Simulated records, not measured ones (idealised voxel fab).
process module | voxel trench capacitor
cross-section cut | 255 nm wide | cells 5 nm
A cross-section is a grid of square cells, given in bands from the top down. A band is one or more rows of cells.
Each band's line starts with the height of the band's top and of its bottom, in nm. Then come its materials from left to right, each with its width in nm. One material with "throughout" fills the band from edge to edge. "air" is empty space.
Height 0 is the level under which the wafer as received is all one material. The lowest band goes on downwards, as in "0 down".
A width such as "30 to 40" changes by the same amount from each row of cells to the next, from the band's top row to its bottom row.
"no change" after a step means that no cell of the cross-section changed.
closed voids: empty space of 8 cells or more with no open way to the top, each as width x height at its distance from the left edge, in nm
after a step's settings: what the simulator itself notes on the step
overlay nm, on a step with a mask: how far to the right of its planned place the mask lay; to the left if negative
plan
1 op RECEIVE | material Si
2 op CONFORMAL_DEP | material SiN | thk nm 5
3 op PATTERN | tone open | mask id TRENCH | material resist | width nm 25 | pitch nm 50 | thk nm 20 | overlay nm 0
4 op DIRECTIONAL_ETCH | etch materials SiN | depth nm 5
5 op DIRECTIONAL_ETCH | etch materials Si | depth nm 30
6 op STRIP | etch materials resist
7 op CONFORMAL_DEP | material HfO2 | thk nm 5
8 op CONFORMAL_DEP | material TiN | thk nm 5
9 op FILL_DEP | material W | thk nm 10
10 op CMP | height nm 5
first wafer, as planned
as received, after step 1
  0 down: Si throughout
  closed voids: none
after step 2
  5 to 0: SiN throughout
  below 0: unchanged
after step 3
  25 to 5: resist 65 | air 25 | resist 25 | air 25 | resist 25 | air 25 | resist 65
  below 5: unchanged
after step 4
  25 to 5: resist 65 | air 25 | resist 25 | air 25 | resist 25 | air 25 | resist 65
  5 to 0: SiN 65 | air 25 | SiN 25 | air 25 | SiN 25 | air 25 | SiN 65
  below 0: unchanged
after step 5
  25 to 5: resist 65 | air 25 | resist 25 | air 25 | resist 25 | air 25 | resist 65
  5 to 0: SiN 65 | air 25 | SiN 25 | air 25 | SiN 25 | air 25 | SiN 65
  0 to -30: Si 65 | air 25 | Si 25 | air 25 | Si 25 | air 25 | Si 65
  below -30: unchanged
after step 6
  5 to 0: SiN 65 | air 25 | SiN 25 | air 25 | SiN 25 | air 25 | SiN 65
  below 0: unchanged
after step 7
  10 to 5: HfO2 70 | air 15 | HfO2 35 | air 15 | HfO2 35 | air 15 | HfO2 70
  5 to 0: SiN 65 | HfO2 5 | air 15 | HfO2 5 | SiN 25 | HfO2 5 | air 15 | HfO2 5 | SiN 25 | HfO2 5 | air 15 | HfO2 5 | SiN 65
  0 to -25: Si 65 | HfO2 5 | air 15 | HfO2 5 | Si 25 | HfO2 5 | air 15 | HfO2 5 | Si 25 | HfO2 5 | air 15 | HfO2 5 | Si 65
  -25 to -30: Si 65 | HfO2 25 | Si 25 | HfO2 25 | Si 25 | HfO2 25 | Si 65
  below -30: unchanged
after step 8
  15 to 10: TiN 75 | air 5 | TiN 45 | air 5 | TiN 45 | air 5 | TiN 75
  10 to 5: HfO2 70 | TiN 5 | air 5 | TiN 5 | HfO2 35 | TiN 5 | air 5 | TiN 5 | HfO2 35 | TiN 5 | air 5 | TiN 5 | HfO2 70
  5 to 0: SiN 65 | HfO2 5 | TiN 5 | air 5 | TiN 5 | HfO2 5 | SiN 25 | HfO2 5 | TiN 5 | air 5 | TiN 5 | HfO2 5 | SiN 25 | HfO2 5 | TiN 5 | air 5 | TiN 5 | HfO2 5 | SiN 65
  0 to -20: Si 65 | HfO2 5 | TiN 5 | air 5 | TiN 5 | HfO2 5 | Si 25 | HfO2 5 | TiN 5 | air 5 | TiN 5 | HfO2 5 | Si 25 | HfO2 5 | TiN 5 | air 5 | TiN 5 | HfO2 5 | Si 65
  -20 to -25: Si 65 | HfO2 5 | TiN 15 | HfO2 5 | Si 25 | HfO2 5 | TiN 15 | HfO2 5 | Si 25 | HfO2 5 | TiN 15 | HfO2 5 | Si 65
  below -25: unchanged
after step 9
  25 to 15: W throughout
  15 to 10: TiN 75 | W 5 | TiN 45 | W 5 | TiN 45 | W 5 | TiN 75
  10 to 5: HfO2 70 | TiN 5 | W 5 | TiN 5 | HfO2 35 | TiN 5 | W 5 | TiN 5 | HfO2 35 | TiN 5 | W 5 | TiN 5 | HfO2 70
  5 to 0: SiN 65 | HfO2 5 | TiN 5 | W 5 | TiN 5 | HfO2 5 | SiN 25 | HfO2 5 | TiN 5 | W 5 | TiN 5 | HfO2 5 | SiN 25 | HfO2 5 | TiN 5 | W 5 | TiN 5 | HfO2 5 | SiN 65
  0 to -20: Si 65 | HfO2 5 | TiN 5 | W 5 | TiN 5 | HfO2 5 | Si 25 | HfO2 5 | TiN 5 | W 5 | TiN 5 | HfO2 5 | Si 25 | HfO2 5 | TiN 5 | W 5 | TiN 5 | HfO2 5 | Si 65
  below -20: unchanged
after step 10
  5 to 0: SiN 65 | HfO2 5 | TiN 5 | W 5 | TiN 5 | HfO2 5 | SiN 25 | HfO2 5 | TiN 5 | W 5 | TiN 5 | HfO2 5 | SiN 25 | HfO2 5 | TiN 5 | W 5 | TiN 5 | HfO2 5 | SiN 65
  below 0: unchanged
second wafer: like start, like plan, one mistake. Through step 7 it matches the first wafer
when step 8 should have ended
  15 to 10: SiN 75 | air 5 | SiN 45 | air 5 | SiN 45 | air 5 | SiN 75
  10 to 5: HfO2 70 | SiN 5 | air 5 | SiN 5 | HfO2 35 | SiN 5 | air 5 | SiN 5 | HfO2 35 | SiN 5 | air 5 | SiN 5 | HfO2 70
  5 to 0: SiN 65 | HfO2 5 | SiN 5 | air 5 | SiN 5 | HfO2 5 | SiN 25 | HfO2 5 | SiN 5 | air 5 | SiN 5 | HfO2 5 | SiN 25 | HfO2 5 | SiN 5 | air 5 | SiN 5 | HfO2 5 | SiN 65
  0 to -20: Si 65 | HfO2 5 | SiN 5 | air 5 | SiN 5 | HfO2 5 | Si 25 | HfO2 5 | SiN 5 | air 5 | SiN 5 | HfO2 5 | Si 25 | HfO2 5 | SiN 5 | air 5 | SiN 5 | HfO2 5 | Si 65
  -20 to -25: Si 65 | HfO2 5 | SiN 15 | HfO2 5 | Si 25 | HfO2 5 | SiN 15 | HfO2 5 | Si 25 | HfO2 5 | SiN 15 | HfO2 5 | Si 65
  below -25: unchanged
when step 9 should have ended
  25 to 15: W throughout
  15 to 10: SiN 75 | W 5 | SiN 45 | W 5 | SiN 45 | W 5 | SiN 75
  10 to 5: HfO2 70 | SiN 5 | W 5 | SiN 5 | HfO2 35 | SiN 5 | W 5 | SiN 5 | HfO2 35 | SiN 5 | W 5 | SiN 5 | HfO2 70
  5 to 0: SiN 65 | HfO2 5 | SiN 5 | W 5 | SiN 5 | HfO2 5 | SiN 25 | HfO2 5 | SiN 5 | W 5 | SiN 5 | HfO2 5 | SiN 25 | HfO2 5 | SiN 5 | W 5 | SiN 5 | HfO2 5 | SiN 65
  0 to -20: Si 65 | HfO2 5 | SiN 5 | W 5 | SiN 5 | HfO2 5 | Si 25 | HfO2 5 | SiN 5 | W 5 | SiN 5 | HfO2 5 | Si 25 | HfO2 5 | SiN 5 | W 5 | SiN 5 | HfO2 5 | Si 65
  below -20: unchanged
when step 10 should have ended
  5 to 0: SiN 65 | HfO2 5 | SiN 5 | W 5 | SiN 5 | HfO2 5 | SiN 25 | HfO2 5 | SiN 5 | W 5 | SiN 5 | HfO2 5 | SiN 25 | HfO2 5 | SiN 5 | W 5 | SiN 5 | HfO2 5 | SiN 65
  below 0: unchanged
what went wrong: step 8 ran as: op CONFORMAL_DEP | material SiN | thk nm 5
at the end the second wafer has, in cells: 39 more of SiN | 39 fewer of TiN
